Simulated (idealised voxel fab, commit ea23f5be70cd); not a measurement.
process module | voxel capacitor over wiring
cross-section cut | 185 nm wide | cells 5 nm
A cross-section is a grid of square cells, given in bands from the top down. A band is one or more rows of cells.
Each band's line starts with the height of the band's top and of its bottom, in nm. Then come its materials from left to right, each with its width in nm. One material with "throughout" fills the band from edge to edge. "air" is empty space.
Height 0 is the level under which the wafer as received is all one material. The lowest band goes on downwards, as in "0 down".
A width such as "30 to 40" changes by the same amount from each row of cells to the next, from the band's top row to its bottom row.
"no change" after a step means that no cell of the cross-section changed.
closed voids: empty space of 8 cells or more with no open way to the top, each as width x height at its distance from the left edge, in nm
after a step's settings: what the simulator itself notes on the step
overlay nm, on a step with a mask: how far to the right of its planned place the mask lay; to the left if negative
plan
1 op RECEIVE | material Si
2 op CONFORMAL_DEP | material SiO2 | thk nm 15
3 op CONFORMAL_DEP | material SiCN | thk nm 5
4 op DIRECTIONAL_DEP | material lowk | thk nm 20
5 op DIRECTIONAL_DEP | material aC | thk nm 15
6 op PATTERN | tone open | mask id METAL_1 | material resist | width nm 20 | pitch nm 75 | thk nm 35 | overlay nm 0
7 op DIRECTIONAL_ETCH | etch materials aC | depth nm 15
8 op STRIP | etch materials resist
9 op DIRECTIONAL_ETCH | etch materials lowk | depth nm 20
10 op DIRECTIONAL_ETCH | etch materials SiCN | depth nm 5
11 op STRIP | etch materials aC
12 op CONFORMAL_DEP | material TiN | thk nm 5
13 op FILL_DEP | material W | thk nm 5
14 op CMP | height nm 40
15 op CONFORMAL_DEP | material SiCN | thk nm 5
16 op DIRECTIONAL_DEP | material SiO2 | thk nm 15
17 op PATTERN | tone open | mask id PLUG_1 | material resist | width nm 15 | thk nm 20 | overlay nm 0
18 op DIRECTIONAL_ETCH | etch materials SiO2 | depth nm 15
19 op DIRECTIONAL_ETCH | etch materials SiCN | depth nm 5
20 op STRIP | etch materials resist
21 op EPI | material Ru | thk nm 10
22 op EPI | material Ru | thk nm 10
23 op DIRECTIONAL_DEP | material TiN | thk nm 5
24 op DIRECTIONAL_DEP | material Al2O3 | thk nm 5
25 op DIRECTIONAL_DEP | material TiN | thk nm 5
26 op DIRECTIONAL_DEP | material aC | thk nm 15
27 op PATTERN | tone cover | mask id UPPER_PLATE | material resist | width nm 60 | thk nm 30 | overlay nm 0
28 op DIRECTIONAL_ETCH | etch materials aC | depth nm 15
29 op STRIP | etch materials resist
30 op DIRECTIONAL_ETCH | etch materials TiN | depth nm 5
31 op DIRECTIONAL_ETCH | etch materials Al2O3 | depth nm 5
32 op STRIP | etch materials aC
33 op PATTERN | tone cover | mask id LOWER_PLATE | material resist | width nm 70 | thk nm 20 | overlay nm 0
34 op DIRECTIONAL_ETCH | etch materials TiN | depth nm 5
35 op STRIP | etch materials resist
36 op FILL_DEP | material SiO2 | thk nm 15
37 op CMP | height nm 85
38 op MASKED_ETCH | tone open | mask id PLUG_2 | width nm 15 | etch materials SiO2 | depth nm 10 | overlay nm 0
39 op CONFORMAL_DEP | material TiN | thk nm 5
40 op FILL_DEP | material Ru | thk nm 5
41 op CMP | height nm 85
42 op CONFORMAL_DEP | material SiN | thk nm 5
as received, after step 1
  0 down: Si throughout
  closed voids: none
first wafer at the end, as planned
  90 to 85: SiN throughout
  85 to 80: SiO2 60 | TiN 5 | Ru 5 | TiN 5 | SiO2 110
  80 to 70: SiO2 60 to 50 | TiN 15 to 60 | SiO2 110 to 75
  70 to 65: SiO2 50 | Al2O3 60 | SiO2 75
  65 to 60: SiO2 45 | TiN 70 | SiO2 70
  60 to 45: SiO2 50 | Ru 15 | SiO2 120
  45 to 40: SiCN 50 | Ru 15 | SiCN 120
  40 to 20: lowk 45 | TiN 5 | W 10 | TiN 5 | lowk 55 | TiN 5 | W 10 | TiN 5 | lowk 45
  20 to 15: SiCN 45 | TiN 20 | SiCN 55 | TiN 20 | SiCN 45
  15 to 0: SiO2 throughout
  0 down: Si throughout
  closed voids: none
second wafer at the end: like start, like plan, one mistake
  90 to 85: SiN throughout
  85 to 80: SiO2 60 | TiN 5 | Ru 5 | TiN 5 | SiO2 110
  80 to 70: SiO2 60 to 65 | TiN 15 to 45 | SiO2 110 to 75
  70 to 65: SiO2 65 | Al2O3 45 | SiO2 75
  65 to 60: SiO2 45 | TiN 5 | SiO2 15 | TiN 50 | SiO2 70
  60 to 55: SiO2 50 | TiN 15 | SiO2 120
  55 to 50: SiO2 50 | Al2O3 15 | SiO2 120
  50 to 45: SiO2 50 | TiN 15 | SiO2 120
  45 to 40: SiN throughout
  40 to 20: lowk 45 | TiN 5 | W 10 | TiN 5 | lowk 55 | TiN 5 | W 10 | TiN 5 | lowk 45
  20 to 15: SiCN 45 | TiN 20 | SiCN 55 | TiN 20 | SiCN 45
  15 to 0: SiO2 throughout
  0 down: Si throughout
  closed voids: none
what went wrong: step 15 ran as: op CONFORMAL_DEP | material SiN | thk nm 5
at the end the second wafer has, in cells: 12 fewer of Ru | 34 fewer of SiCN | 37 more of SiN | 9 more of SiO2
